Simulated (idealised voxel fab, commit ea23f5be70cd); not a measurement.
Module name: voxel transistor to metal (process module)
The cross-section on display is named cut; it measures 195 nm wide, and its cells are 5 nm squares.
Cross-section spec: square-cell grid; bands listed top down; each band is one or more rows. Basically the band line says how high the top is and how high the bottom is, in nm, and then what's in it from left to right, every material with its width in nm. Empty space shows up as "blank", and if a single material carries "full width" it runs the full band edge to edge. Heights are expressed relative to 0, this being the level below which the as-received wafer comprises one material exclusively. The lowest band is unbounded in the downward direction and is denoted as in "0 nm and below". The width entry "30..40" should be interpreted row by row: the top row of cells in the band takes the first number, the bottom row takes the second number, and the change between adjacent rows is uniform throughout. For the purposes of this document, the phrase "no modifications" attached to a step denotes that no cell within the cross-section was modified by that step. The entry titled "Enclosed void inventory" provides the empty spaces that have no open way to the top, restricted to those of 8 cells or more. Each is presented as width x height at distance, the distance being measured from the left edge, with all three in nm. after a step's settings: what the simulator itself notes on the step. overlay nm: how far to the right of its planned place the mask lay on this masked step (negative: to the left).
The planned process steps are enumerated hereunder
1,RECEIVE,material Si
2,OXIDIZE,depth nm 5
3,CONFORMAL_DEP,material SiN,thk nm 15
4,MASKED_ETCH,tone cover,mask id ACTIVE,width nm 105,etch materials SiN,depth nm 15,overlay nm 0
5,MASKED_ETCH,tone cover,mask id ACTIVE,width nm 105,etch materials SiO2,depth nm 5,overlay nm 0
6,MASKED_ETCH,tone cover,mask id ACTIVE,width nm 105,etch materials Si,depth nm 25,overlay nm 0
7,FILL_DEP,material SiO2,thk nm 15
8,CMP,height nm 15
9,SELECTIVE_ETCH,etch materials SiO2,depth nm 5
10,STRIP,etch materials SiN
11,SELECTIVE_ETCH,etch materials SiO2,depth nm 5
12,OXIDIZE,depth nm 5
13,DIRECTIONAL_DEP,material polySi,thk nm 25
14,DIRECTIONAL_DEP,material SiCN,thk nm 10
15,MASKED_ETCH,tone cover,mask id GATE,width nm 15,etch materials SiCN,depth nm 20,overlay nm 0
16,MASKED_ETCH,tone cover,mask id GATE,width nm 15,etch materials polySi,depth nm 35,overlay nm 0
17,CONFORMAL_DEP,material SiO2,thk nm 5
18,DIRECTIONAL_ETCH,etch materials SiO2,depth nm 5
19,CONFORMAL_DEP,material SiN,thk nm 5
20,DIRECTIONAL_ETCH,etch materials SiN,depth nm 5
21,DIRECTIONAL_ETCH,etch materials SiO2,depth nm 5
22,DIRECTIONAL_ETCH,etch materials Si,depth nm 5
23,EPI,material SiGe,thk nm 10
24,FILL_DEP,material SiO2,thk nm 5
25,CMP,height nm 30
26,DIRECTIONAL_DEP,material SiO2,thk nm 10
27,DIRECTIONAL_DEP,material aC,thk nm 15
28,PATTERN,tone open,mask id CONTACT,material resist,width nm 35,pitch nm 60,thk nm 35,overlay nm 0
29,DIRECTIONAL_ETCH,etch materials aC,depth nm 15
30,STRIP,etch materials resist
31,DIRECTIONAL_ETCH,etch materials SiO2,depth nm 45
32,STRIP,etch materials aC
33,CONFORMAL_DEP,material TiN,thk nm 5
34,FILL_DEP,material Ru,thk nm 10
35,CMP,height nm 40
36,CONFORMAL_DEP,material SiN,thk nm 5
37,DIRECTIONAL_DEP,material lowk,thk nm 25
38,MASKED_ETCH,tone open,mask id METAL_1,width nm 20,pitch nm 75,etch materials lowk,depth nm 25,overlay nm 0
39,MASKED_ETCH,tone open,mask id METAL_1,width nm 15,pitch nm 75,etch materials SiN,depth nm 5,overlay nm 0
40,CONFORMAL_DEP,material TiN,thk nm 5
41,FILL_DEP,material W,thk nm 10
42,CMP,height nm 70
43,CONFORMAL_DEP,material SiCN,thk nm 5
It is noted that the wafers described herein are identical at the outset and are distinguished by the width nm of step 39; the value stated in the plan corresponds to the first wafer.
Step 1 complete: as-received cross-section of the first of several wafers
* 0 nm and below | Si full width
* Enclosed void inventory: none
Wafer rows; end of module; cells per material since receipt: (+) gained, (-) lost; then closed voids
width nm 15 | +58 Ru | -162 Si | +45 SiCN | +32 SiGe | +51 SiN | +299 SiO2 | +74 TiN | +18 W | +155 lowk | +15 polySi | Enclosed void inventory: none
width nm 20 | +58 Ru | -162 Si | +45 SiCN | +32 SiGe | +49 SiN | +299 SiO2 | +74 TiN | +20 W | +155 lowk | +15 polySi | Enclosed void inventory: none
width nm 25 | +58 Ru | -162 Si | +45 SiCN | +32 SiGe | +49 SiN | +299 SiO2 | +74 TiN | +20 W | +155 lowk | +15 polySi | Enclosed void inventory: none
width nm 30 | +58 Ru | -162 Si | +45 SiCN | +32 SiGe | +49 SiN | +299 SiO2 | +74 TiN | +20 W | +155 lowk | +15 polySi | Enclosed void inventory: none
width nm 35 | +58 Ru | -162 Si | +45 SiCN | +32 SiGe | +49 SiN | +299 SiO2 | +74 TiN | +20 W | +155 lowk | +15 polySi | Enclosed void inventory: none
